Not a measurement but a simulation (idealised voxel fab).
Process module, titled voxel wiring stack
Each square cell in cross-section cut measures 5 nm, and the section as a whole is 280 nm wide.
Cross-section = grid of square cells, listed top down in bands; band = one or more rows. Band: top height; bottom height; in nm. Then, left to right: material with width in nm, for each material. "full width": a single material spanning edge to edge. "air": empty space. Height datum 0, below which the as-received substrate wafer is one material. Lowest band open at the bottom, running downward: "0 -> down". The notation "30..40" denotes a width that varies across the rows of cells in the band, beginning at the first number in the top row, finishing at the second number in the bottom row, and changing by an identical amount from each row to the next. Key: "changes: none" - step with no changed cell in the cross-section. "Completely sealed voids" - sealed voids, min. 8 cells, no opening to top; format: width x height at distance (distance from left edge; nm throughout). Post-settings text on a step line: simulator's own remark regarding the step. Steps that use a mask can have "overlay nm" on their line. It says how far the mask sat to the right of where it was meant to be. Negative means to the left.

These are the steps we planned for the process:
1) RECEIVE: material Si
2) CONFORMAL_DEP: material SiO2, thk nm 10
3) CONFORMAL_DEP: material SiCN, thk nm 5
4) DIRECTIONAL_DEP: material SiO2, thk nm 25
5) MASKED_ETCH: tone open, mask id METAL_1, width nm 30, pitch nm 60, etch materials SiO2, depth nm 25, overlay nm 0
6) MASKED_ETCH: tone open, mask id METAL_1, width nm 30, pitch nm 60, etch materials SiCN, depth nm 5, overlay nm 0
7) CONFORMAL_DEP: material TiN, thk nm 5
8) FILL_DEP: material Cu, thk nm 10
9) CMP: height nm 40
10) EPI: material Ru, thk nm 5
11) FILL_DEP: material SiCN, thk nm 5
12) DIRECTIONAL_DEP: material lowk, thk nm 15
13) DIRECTIONAL_DEP: material aC, thk nm 10
14) PATTERN: tone open, mask id PLUG_1, material resist, width nm 15, pitch nm 60, thk nm 25, overlay nm 0
15) DIRECTIONAL_ETCH: etch materials aC, depth nm 10
16) STRIP: etch materials resist
17) DIRECTIONAL_ETCH: etch materials lowk, depth nm 15
18) DIRECTIONAL_ETCH: etch materials SiCN, depth nm 5
19) STRIP: etch materials aC
20) CONFORMAL_DEP: material TiN, thk nm 5
21) FILL_DEP: material Cu, thk nm 5
22) CMP: height nm 65
23) DIRECTIONAL_DEP: material TiN, thk nm 5
24) DIRECTIONAL_DEP: material W, thk nm 25
25) MASKED_ETCH: tone cover, mask id METAL_2, width nm 30, pitch nm 60, etch materials W, depth nm 25, overlay nm 0
26) MASKED_ETCH: tone cover, mask id METAL_2, width nm 30, pitch nm 60, etch materials TiN, depth nm 5, overlay nm 0
27) CONFORMAL_DEP: material SiN, thk nm 5
28) FILL_DEP: material lowk, thk nm 10
29) CMP: height nm 95
30) CONFORMAL_DEP: material SiCN, thk nm 5
31) DIRECTIONAL_DEP: material lowk, thk nm 15
32) DIRECTIONAL_DEP: material aC, thk nm 15
33) PATTERN: tone open, mask id PLUG_2, material resist, width nm 15, pitch nm 60, thk nm 35, overlay nm 0
34) DIRECTIONAL_ETCH: etch materials aC, depth nm 15
35) STRIP: etch materials resist
36) DIRECTIONAL_ETCH: etch materials lowk, depth nm 15
37) DIRECTIONAL_ETCH: etch materials SiCN, depth nm 5
38) STRIP: etch materials aC
39) CONFORMAL_DEP: material TiN, thk nm 5
40) FILL_DEP: material Cu, thk nm 10
41) CMP: height nm 115
42) DIRECTIONAL_DEP: material TiN, thk nm 5
43) DIRECTIONAL_DEP: material W, thk nm 25
44) DIRECTIONAL_DEP: material aC, thk nm 10
45) PATTERN: tone cover, mask id METAL_3, material resist, width nm 30, pitch nm 60, thk nm 30, overlay nm 0
46) DIRECTIONAL_ETCH: etch materials aC, depth nm 10
47) STRIP: etch materials resist
48) DIRECTIONAL_ETCH: etch materials W, depth nm 25
49) DIRECTIONAL_ETCH: etch materials TiN, depth nm 5
50) STRIP: etch materials aC
51) FILL_DEP: material lowk, thk nm 10
52) CMP: height nm 145
53) CONFORMAL_DEP: material SiN, thk nm 5

Wafer at receipt (post step 1), cross-section:
> 0 -> down | Si full width
> Completely sealed voids: none

End state of the module in cross-section, given the above starting point and plan and one mistake in execution:
> 150 -> 145 | SiN full width
> 145 -> 120 | Ru full width
> 120 -> 115 | TiN full width
> 115 -> 100 | lowk: 95  TiN: 5  Cu: 5  TiN: 5  lowk: 45  TiN: 5  Cu: 5  TiN: 5  lowk: 110
> 100 -> 95 | SiCN: 95  TiN: 15  SiCN: 45  TiN: 15  SiCN: 110
> 95 -> 70 | lowk: 90  SiN: 5  W: 30  SiN: 5  lowk: 20  SiN: 5  W: 30  SiN: 5  lowk: 90
> 70 -> 65 | SiN: 95  TiN: 30  SiN: 30  TiN: 30  SiN: 95
> 65 -> 50 | lowk: 95  TiN: 5  Cu: 5  TiN: 5  lowk: 45  TiN: 5  Cu: 5  TiN: 5  lowk: 110
> 50 -> 45 | SiCN: 95  TiN: 15  SiCN: 45  TiN: 15  SiCN: 110
> 45 -> 40 | SiCN: 90  Ru: 40  SiCN: 20  Ru: 40  SiCN: 90
> 40 -> 15 | SiO2: 95  TiN: 5  Cu: 20  TiN: 5  SiO2: 30  TiN: 5  Cu: 20  TiN: 5  SiO2: 95
> 15 -> 10 | SiCN: 95  TiN: 30  SiCN: 30  TiN: 30  SiCN: 95
> 10 -> 0 | SiO2 full width
> 0 -> down | Si full width
> Completely sealed voids: none
Heads up, the wafer didn't run the way we planned it: contrary to plan, step 43 was performed as DIRECTIONAL_DEP: material Ru, thk nm 25
